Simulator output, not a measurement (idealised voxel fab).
process module | voxel transistor to metal
cross-section cut | 170 nm wide | cells 5 nm
A cross-section is a grid of square cells, given in bands from the top down. A band is one or more rows of cells.
Each band's line starts with the height of the band's top and of its bottom, in nm. Then come its materials from left to right, each with its width in nm. One material with "throughout" fills the band from edge to edge. "air" is empty space.
Height 0 is the level under which the wafer as received is all one material. The lowest band goes on downwards, as in "0 down".
A width such as "30 to 40" changes by the same amount from each row of cells to the next, from the band's top row to its bottom row.
"no change" after a step means that no cell of the cross-section changed.
closed voids: empty space of 8 cells or more with no open way to the top, each as width x height at its distance from the left edge, in nm
after a step's settings: what the simulator itself notes on the step
overlay nm, on a step with a mask: how far to the right of its planned place the mask lay; to the left if negative
plan
1 op RECEIVE | material Si
2 op OXIDIZE | depth nm 5
3 op CONFORMAL_DEP | material SiN | thk nm 10
4 op DIRECTIONAL_DEP | material aC | thk nm 10
5 op PATTERN | tone cover | mask id ACTIVE | material resist | width nm 105 | thk nm 25 | overlay nm 0
6 op DIRECTIONAL_ETCH | etch materials aC | depth nm 10
7 op STRIP | etch materials resist
8 op DIRECTIONAL_ETCH | etch materials SiN | depth nm 10
9 op DIRECTIONAL_ETCH | etch materials SiO2 | depth nm 5
10 op DIRECTIONAL_ETCH | etch materials Si | depth nm 20
11 op STRIP | etch materials aC
12 op FILL_DEP | material SiO2 | thk nm 10
13 op CMP | height nm 10
14 op SELECTIVE_ETCH | etch materials SiO2 | depth nm 10
15 op STRIP | etch materials SiN
16 op SELECTIVE_ETCH | etch materials SiO2 | depth nm 5
17 op OXIDIZE | depth nm 5
18 op DIRECTIONAL_DEP | material polySi | thk nm 25
19 op DIRECTIONAL_DEP | material SiCN | thk nm 10
20 op MASKED_ETCH | tone cover | mask id GATE | width nm 15 | etch materials SiCN | depth nm 20 | overlay nm 0
21 op MASKED_ETCH | tone cover | mask id GATE | width nm 15 | etch materials polySi | depth nm 35 | overlay nm 0
22 op CONFORMAL_DEP | material SiN | thk nm 10
23 op DIRECTIONAL_ETCH | etch materials SiN | depth nm 10
24 op DIRECTIONAL_ETCH | etch materials SiO2 | depth nm 5
25 op DIRECTIONAL_ETCH | etch materials Si | depth nm 10
26 op EPI | material pSi | thk nm 10
27 op FILL_DEP | material SiO2 | thk nm 5
28 op CMP | height nm 30
29 op DIRECTIONAL_DEP | material SiO2 | thk nm 10
30 op MASKED_ETCH | tone open | mask id CONTACT | width nm 30 | pitch nm 55 | etch materials SiO2 | depth nm 50 | overlay nm 0
31 op CONFORMAL_DEP | material TiN | thk nm 5
32 op FILL_DEP | material Ru | thk nm 5
33 op CMP | height nm 40
34 op DIRECTIONAL_DEP | material TiN | thk nm 5
35 op DIRECTIONAL_DEP | material W | thk nm 15
36 op MASKED_ETCH | tone cover | mask id METAL_1 | width nm 20 | pitch nm 65 | etch materials W | depth nm 15 | overlay nm 0
37 op MASKED_ETCH | tone cover | mask id METAL_1 | width nm 20 | pitch nm 65 | etch materials TiN | depth nm 5 | overlay nm 0
38 op FILL_DEP | material SiO2 | thk nm 10
39 op CMP | height nm 60
40 op CONFORMAL_DEP | material SiCN | thk nm 5
first wafer, as planned
as received, after step 1
  0 down: Si throughout
  closed voids: none
after step 2
  0 to -5: SiO2 throughout
  below -5: unchanged
after step 3
  10 to 0: SiN throughout
  below 0: unchanged
after step 4
  20 to 10: aC throughout
  below 10: unchanged
after step 5
  45 to 20: air 30 | resist 105 | air 35
  below 20: unchanged
after step 6
  35 to 20: air 30 | resist 105 | air 35
  20 to 10: air 30 | aC 105 | air 35
  below 10: unchanged
after step 7
  20 to 10: air 30 | aC 105 | air 35
  below 10: unchanged
after step 8
  20 to 10: air 30 | aC 105 | air 35
  10 to 0: air 30 | SiN 105 | air 35
  below 0: unchanged
after step 9
  20 to 10: air 30 | aC 105 | air 35
  10 to 0: air 30 | SiN 105 | air 35
  0 to -5: air 30 | SiO2 105 | air 35
  below -5: unchanged
after step 10
  20 to 10: air 30 | aC 105 | air 35
  10 to 0: air 30 | SiN 105 | air 35
  0 to -5: air 30 | SiO2 105 | air 35
  -5 to -25: air 30 | Si 105 | air 35
  below -25: unchanged
after step 11
  10 to 0: air 30 | SiN 105 | air 35
  below 0: unchanged
after step 12
  20 to 10: SiO2 throughout
  10 to 0: SiO2 30 | SiN 105 | SiO2 35
  0 to -5: SiO2 throughout
  -5 to -25: SiO2 30 | Si 105 | SiO2 35
  below -25: unchanged
after step 13
  10 to 0: SiO2 30 | SiN 105 | SiO2 35
  below 0: unchanged
after step 14
  10 to 0: air 30 | SiN 105 | air 35
  below 0: unchanged
after step 15
  0 to -5: SiO2 throughout
  below -5: unchanged
after step 16
  -5 to -25: SiO2 30 | Si 105 | SiO2 35
  below -25: unchanged
after step 17
  -5 to -10: SiO2 throughout
  below -10: unchanged
after step 18
  20 to -5: polySi throughout
  below -5: unchanged
after step 19
  30 to 20: SiCN throughout
  below 20: unchanged
after step 20
  30 to 20: air 75 | SiCN 15 | air 80
  below 20: unchanged
after step 21
  30 to 20: air 75 | SiCN 15 | air 80
  20 to -5: air 75 | polySi 15 | air 80
  below -5: unchanged
after step 22
  40 to 30: air 65 | SiN 35 | air 70
  30 to 20: air 65 | SiN 10 | SiCN 15 | SiN 10 | air 70
  20 to 5: air 65 | SiN 10 | polySi 15 | SiN 10 | air 70
  5 to -5: SiN 75 | polySi 15 | SiN 80
  below -5: unchanged
after step 23
  30 to 20: air 65 | SiN 10 | SiCN 15 | SiN 10 | air 70
  20 to -5: air 65 | SiN 10 | polySi 15 | SiN 10 | air 70
  below -5: unchanged
after step 24
  30 to 20: air 65 | SiN 10 | SiCN 15 | SiN 10 | air 70
  20 to -5: air 65 | SiN 10 | polySi 15 | SiN 10 | air 70
  -5 to -10: air 65 | SiO2 35 | air 70
  below -10: unchanged
after step 25
  30 to 20: air 65 | SiN 10 | SiCN 15 | SiN 10 | air 70
  20 to -5: air 65 | SiN 10 | polySi 15 | SiN 10 | air 70
  -5 to -10: air 65 | SiO2 35 | air 70
  -10 to -20: SiO2 30 | air 35 | Si 35 | air 35 | SiO2 35
  below -20: unchanged
after step 26
  30 to 20: air 65 | SiN 10 | SiCN 15 | SiN 10 | air 70
  20 to 0: air 65 | SiN 10 | polySi 15 | SiN 10 | air 70
  0 to -5: air 55 | pSi 10 | SiN 10 | polySi 15 | SiN 10 | pSi 10 | air 60
  -5 to -10: air 55 | pSi 10 | SiO2 35 | pSi 10 | air 60
  -10 to -20: SiO2 30 | pSi 35 | Si 35 | pSi 35 | SiO2 35
  below -20: unchanged
after step 27
  35 to 30: SiO2 throughout
  30 to 20: SiO2 65 | SiN 10 | SiCN 15 | SiN 10 | SiO2 70
  20 to 0: SiO2 65 | SiN 10 | polySi 15 | SiN 10 | SiO2 70
  0 to -5: SiO2 55 | pSi 10 | SiN 10 | polySi 15 | SiN 10 | pSi 10 | SiO2 60
  -5 to -10: SiO2 55 | pSi 10 | SiO2 35 | pSi 10 | SiO2 60
  below -10: unchanged
after step 28
  30 to 20: SiO2 65 | SiN 10 | SiCN 15 | SiN 10 | SiO2 70
  below 20: unchanged
after step 29
  40 to 30: SiO2 throughout
  below 30: unchanged
after step 30
  40 to 30: SiO2 40 | air 30 | SiO2 25 | air 30 | SiO2 45
  30 to 20: SiO2 40 | air 25 | SiN 10 | SiCN 15 | SiN 10 | air 25 | SiO2 45
  20 to 0: SiO2 40 | air 25 | SiN 10 | polySi 15 | SiN 10 | air 25 | SiO2 45
  0 to -5: SiO2 40 | air 15 | pSi 10 | SiN 10 | polySi 15 | SiN 10 | pSi 10 | air 15 | SiO2 45
  -5 to -10: SiO2 40 | air 15 | pSi 10 | SiO2 35 | pSi 10 | air 15 | SiO2 45
  below -10: unchanged
after step 31
  45 to 40: TiN 45 | air 20 | TiN 35 | air 20 | TiN 50
  40 to 30: SiO2 40 | TiN 5 | air 20 to 15 | TiN 5 to 10 | SiO2 25 | TiN 5 to 10 | air 20 to 15 | TiN 5 | SiO2 45
  30 to 20: SiO2 40 | TiN 5 | air 15 | TiN 5 | SiN 10 | SiCN 15 | SiN 10 | TiN 5 | air 15 | TiN 5 | SiO2 45
  20 to 5: SiO2 40 | TiN 5 | air 15 | TiN 5 | SiN 10 | polySi 15 | SiN 10 | TiN 5 | air 15 | TiN 5 | SiO2 45
  5 to 0: SiO2 40 | TiN 5 | air 5 | TiN 15 | SiN 10 | polySi 15 | SiN 10 | TiN 15 | air 5 | TiN 5 | SiO2 45
  0 to -5: SiO2 40 | TiN 5 | air 5 | TiN 5 | pSi 10 | SiN 10 | polySi 15 | SiN 10 | pSi 10 | TiN 5 | air 5 | TiN 5 | SiO2 45
  -5 to -10: SiO2 40 | TiN 15 | pSi 10 | SiO2 35 | pSi 10 | TiN 15 | SiO2 45
  below -10: unchanged
after step 32
  50 to 45: Ru throughout
  45 to 40: TiN 45 | Ru 20 | TiN 35 | Ru 20 | TiN 50
  40 to 30: SiO2 40 | TiN 5 | Ru 20 to 15 | TiN 5 to 10 | SiO2 25 | TiN 5 to 10 | Ru 20 to 15 | TiN 5 | SiO2 45
  30 to 20: SiO2 40 | TiN 5 | Ru 15 | TiN 5 | SiN 10 | SiCN 15 | SiN 10 | TiN 5 | Ru 15 | TiN 5 | SiO2 45
  20 to 5: SiO2 40 | TiN 5 | Ru 15 | TiN 5 | SiN 10 | polySi 15 | SiN 10 | TiN 5 | Ru 15 | TiN 5 | SiO2 45
  5 to 0: SiO2 40 | TiN 5 | Ru 5 | TiN 15 | SiN 10 | polySi 15 | SiN 10 | TiN 15 | Ru 5 | TiN 5 | SiO2 45
  0 to -5: SiO2 40 | TiN 5 | Ru 5 | TiN 5 | pSi 10 | SiN 10 | polySi 15 | SiN 10 | pSi 10 | TiN 5 | Ru 5 | TiN 5 | SiO2 45
  below -5: unchanged
after step 33
  40 to 30: SiO2 40 | TiN 5 | Ru 20 to 15 | TiN 5 to 10 | SiO2 25 | TiN 5 to 10 | Ru 20 to 15 | TiN 5 | SiO2 45
  below 30: unchanged
after step 34
  45 to 40: TiN throughout
  below 40: unchanged
after step 35
  60 to 45: W throughout
  below 45: unchanged
after step 36
  60 to 45: air 40 | W 20 | air 45 | W 20 | air 45
  below 45: unchanged
after step 37
  60 to 45: air 40 | W 20 | air 45 | W 20 | air 45
  45 to 40: air 40 | TiN 20 | air 45 | TiN 20 | air 45
  below 40: unchanged
after step 38
  70 to 60: SiO2 throughout
  60 to 45: SiO2 40 | W 20 | SiO2 45 | W 20 | SiO2 45
  45 to 40: SiO2 40 | TiN 20 | SiO2 45 | TiN 20 | SiO2 45
  below 40: unchanged
after step 39
  60 to 45: SiO2 40 | W 20 | SiO2 45 | W 20 | SiO2 45
  below 45: unchanged
after step 40
  65 to 60: SiCN throughout
  below 60: unchanged
second wafer: like start, like plan, one mistake. Through step 19 it matches the first wafer
when step 20 should have ended
  30 to 20: air 70 | SiCN 25 | air 75
  below 20: unchanged
when step 21 should have ended
  30 to 20: air 70 | SiCN 25 | air 75
  20 to -5: air 70 | polySi 25 | air 75
  below -5: unchanged
when step 22 should have ended
  40 to 30: air 60 | SiN 45 | air 65
  30 to 20: air 60 | SiN 10 | SiCN 25 | SiN 10 | air 65
  20 to 5: air 60 | SiN 10 | polySi 25 | SiN 10 | air 65
  5 to -5: SiN 70 | polySi 25 | SiN 75
  below -5: unchanged
when step 23 should have ended
  30 to 20: air 60 | SiN 10 | SiCN 25 | SiN 10 | air 65
  20 to -5: air 60 | SiN 10 | polySi 25 | SiN 10 | air 65
  below -5: unchanged
when step 24 should have ended
  30 to 20: air 60 | SiN 10 | SiCN 25 | SiN 10 | air 65
  20 to -5: air 60 | SiN 10 | polySi 25 | SiN 10 | air 65
  -5 to -10: air 60 | SiO2 45 | air 65
  below -10: unchanged
when step 25 should have ended
  30 to 20: air 60 | SiN 10 | SiCN 25 | SiN 10 | air 65
  20 to -5: air 60 | SiN 10 | polySi 25 | SiN 10 | air 65
  -5 to -10: air 60 | SiO2 45 | air 65
  -10 to -20: SiO2 30 | air 30 | Si 45 | air 30 | SiO2 35
  below -20: unchanged
when step 26 should have ended
  30 to 20: air 60 | SiN 10 | SiCN 25 | SiN 10 | air 65
  20 to 0: air 60 | SiN 10 | polySi 25 | SiN 10 | air 65
  0 to -5: air 50 | pSi 10 | SiN 10 | polySi 25 | SiN 10 | pSi 10 | air 55
  -5 to -10: air 50 | pSi 10 | SiO2 45 | pSi 10 | air 55
  -10 to -20: SiO2 30 | pSi 30 | Si 45 | pSi 30 | SiO2 35
  below -20: unchanged
when step 27 should have ended
  35 to 30: SiO2 throughout
  30 to 20: SiO2 60 | SiN 10 | SiCN 25 | SiN 10 | SiO2 65
  20 to 0: SiO2 60 | SiN 10 | polySi 25 | SiN 10 | SiO2 65
  0 to -5: SiO2 50 | pSi 10 | SiN 10 | polySi 25 | SiN 10 | pSi 10 | SiO2 55
  -5 to -10: SiO2 50 | pSi 10 | SiO2 45 | pSi 10 | SiO2 55
  below -10: unchanged
when step 28 should have ended
  30 to 20: SiO2 60 | SiN 10 | SiCN 25 | SiN 10 | SiO2 65
  below 20: unchanged
when step 29 should have ended
  40 to 30: SiO2 throughout
  below 30: unchanged
when step 30 should have ended
  40 to 30: SiO2 40 | air 30 | SiO2 25 | air 30 | SiO2 45
  30 to 20: SiO2 40 | air 20 | SiN 10 | SiCN 25 | SiN 10 | air 20 | SiO2 45
  20 to 0: SiO2 40 | air 20 | SiN 10 | polySi 25 | SiN 10 | air 20 | SiO2 45
  0 to -5: SiO2 40 | air 10 | pSi 10 | SiN 10 | polySi 25 | SiN 10 | pSi 10 | air 10 | SiO2 45
  -5 to -10: SiO2 40 | air 10 | pSi 10 | SiO2 45 | pSi 10 | air 10 | SiO2 45
  below -10: unchanged
when step 31 should have ended
  45 to 40: TiN 45 | air 20 | TiN 35 | air 20 | TiN 50
  40 to 30: SiO2 40 | TiN 5 | air 20 to 10 | TiN 5 to 15 | SiO2 25 | TiN 5 to 15 | air 20 to 10 | TiN 5 | SiO2 45
  30 to 20: SiO2 40 | TiN 5 | air 10 | TiN 5 | SiN 10 | SiCN 25 | SiN 10 | TiN 5 | air 10 | TiN 5 | SiO2 45
  20 to 5: SiO2 40 | TiN 5 | air 10 | TiN 5 | SiN 10 | polySi 25 | SiN 10 | TiN 5 | air 10 | TiN 5 | SiO2 45
  5 to 0: SiO2 40 | TiN 20 | SiN 10 | polySi 25 | SiN 10 | TiN 20 | SiO2 45
  0 to -5: SiO2 40 | TiN 10 | pSi 10 | SiN 10 | polySi 25 | SiN 10 | pSi 10 | TiN 10 | SiO2 45
  -5 to -10: SiO2 40 | TiN 10 | pSi 10 | SiO2 45 | pSi 10 | TiN 10 | SiO2 45
  below -10: unchanged
when step 32 should have ended
  50 to 45: Ru throughout
  45 to 40: TiN 45 | Ru 20 | TiN 35 | Ru 20 | TiN 50
  40 to 30: SiO2 40 | TiN 5 | Ru 20 to 10 | TiN 5 to 15 | SiO2 25 | TiN 5 to 15 | Ru 20 to 10 | TiN 5 | SiO2 45
  30 to 20: SiO2 40 | TiN 5 | Ru 10 | TiN 5 | SiN 10 | SiCN 25 | SiN 10 | TiN 5 | Ru 10 | TiN 5 | SiO2 45
  20 to 5: SiO2 40 | TiN 5 | Ru 10 | TiN 5 | SiN 10 | polySi 25 | SiN 10 | TiN 5 | Ru 10 | TiN 5 | SiO2 45
  below 5: unchanged
when step 33 should have ended
  40 to 30: SiO2 40 | TiN 5 | Ru 20 to 10 | TiN 5 to 15 | SiO2 25 | TiN 5 to 15 | Ru 20 to 10 | TiN 5 | SiO2 45
  below 30: unchanged
when step 34 should have ended
  45 to 40: TiN throughout
  below 40: unchanged
when step 35 should have ended
  60 to 45: W throughout
  below 45: unchanged
when step 36 should have ended
  60 to 45: air 40 | W 20 | air 45 | W 20 | air 45
  below 45: unchanged
when step 37 should have ended
  60 to 45: air 40 | W 20 | air 45 | W 20 | air 45
  45 to 40: air 40 | TiN 20 | air 45 | TiN 20 | air 45
  below 40: unchanged
when step 38 should have ended
  70 to 60: SiO2 throughout
  60 to 45: SiO2 40 | W 20 | SiO2 45 | W 20 | SiO2 45
  45 to 40: SiO2 40 | TiN 20 | SiO2 45 | TiN 20 | SiO2 45
  below 40: unchanged
when step 39 should have ended
  60 to 45: SiO2 40 | W 20 | SiO2 45 | W 20 | SiO2 45
  below 45: unchanged
when step 40 should have ended
  65 to 60: SiCN throughout
  below 60: unchanged
what went wrong: step 20 ran as: op MASKED_ETCH | tone cover | mask id GATE | width nm 25 | etch materials SiCN | depth nm 20 | overlay nm 0
at the end the second wafer has, in cells: 16 fewer of Ru | 4 more of Si | 4 more of SiCN | 2 more of SiO2 | 4 fewer of pSi | 10 more of polySi
